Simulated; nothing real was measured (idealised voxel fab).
process module | voxel tone inversion
cross-section cut | 205 nm wide | cells 5 nm
A cross-section is a grid of square cells, given in bands from the top down. A band is one or more rows of cells.
Each band's line starts with the height of the band's top and of its bottom, in nm. Then come its materials from left to right, each with its width in nm. One material with "throughout" fills the band from edge to edge. "air" is empty space.
Height 0 is the level under which the wafer as received is all one material. The lowest band goes on downwards, as in "0 down".
A width such as "30 to 40" changes by the same amount from each row of cells to the next, from the band's top row to its bottom row.
"no change" after a step means that no cell of the cross-section changed.
closed voids: empty space of 8 cells or more with no open way to the top, each as width x height at its distance from the left edge, in nm
after a step's settings: what the simulator itself notes on the step
overlay nm, on a step with a mask: how far to the right of its planned place the mask lay; to the left if negative
plan
1 op RECEIVE | material Si
2 op CONFORMAL_DEP | material SiCN | thk nm 5
3 op DIRECTIONAL_DEP | material polySi | thk nm 20
4 op PATTERN | tone cover | mask id POSTS | material resist | width nm 25 | pitch nm 50 | thk nm 30 | overlay nm 0
5 op DIRECTIONAL_ETCH | etch materials polySi | depth nm 20
6 op STRIP | etch materials resist
7 op FILL_DEP | material SiO2 | thk nm 10
8 op CMP | height nm 25
9 op STRIP | etch materials polySi
10 op CONFORMAL_DEP | material TiN | thk nm 5
11 op FILL_DEP | material Ru | thk nm 10
12 op CMP | height nm 25
13 op CONFORMAL_DEP | material SiCN | thk nm 5
as received, after step 1
  0 down: Si throughout
  closed voids: none
first wafer at the end, as planned
  30 to 25: SiCN throughout
  25 to 10: SiO2 15 | TiN 5 | Ru 15 | TiN 5 | SiO2 25 | TiN 5 | Ru 15 | TiN 5 | SiO2 25 | TiN 5 | Ru 15 | TiN 5 | SiO2 25 | TiN 5 | Ru 15 | TiN 5 | SiO2 15
  10 to 5: SiO2 15 | TiN 25 | SiO2 25 | TiN 25 | SiO2 25 | TiN 25 | SiO2 25 | TiN 25 | SiO2 15
  5 to 0: SiCN throughout
  0 down: Si throughout
  closed voids: none
second wafer at the end: like start, like plan, one mistake
  30 to 25: SiCN throughout
  25 to 10: SiO2 20 | TiN 5 | Ru 5 | TiN 5 | SiO2 35 | TiN 5 | Ru 5 | TiN 5 | SiO2 35 | TiN 5 | Ru 5 | TiN 5 | SiO2 35 | TiN 5 | Ru 5 | TiN 5 | SiO2 20
  10 to 5: SiO2 20 | TiN 15 | SiO2 35 | TiN 15 | SiO2 35 | TiN 15 | SiO2 35 | TiN 15 | SiO2 20
  5 to 0: SiCN throughout
  0 down: Si throughout
  closed voids: none
what went wrong: step 4 ran as: op PATTERN | tone cover | mask id POSTS | material resist | width nm 15 | pitch nm 50 | thk nm 30 | overlay nm 0
at the end the second wafer has, in cells: 24 fewer of Ru | 32 more of SiO2 | 8 fewer of TiN
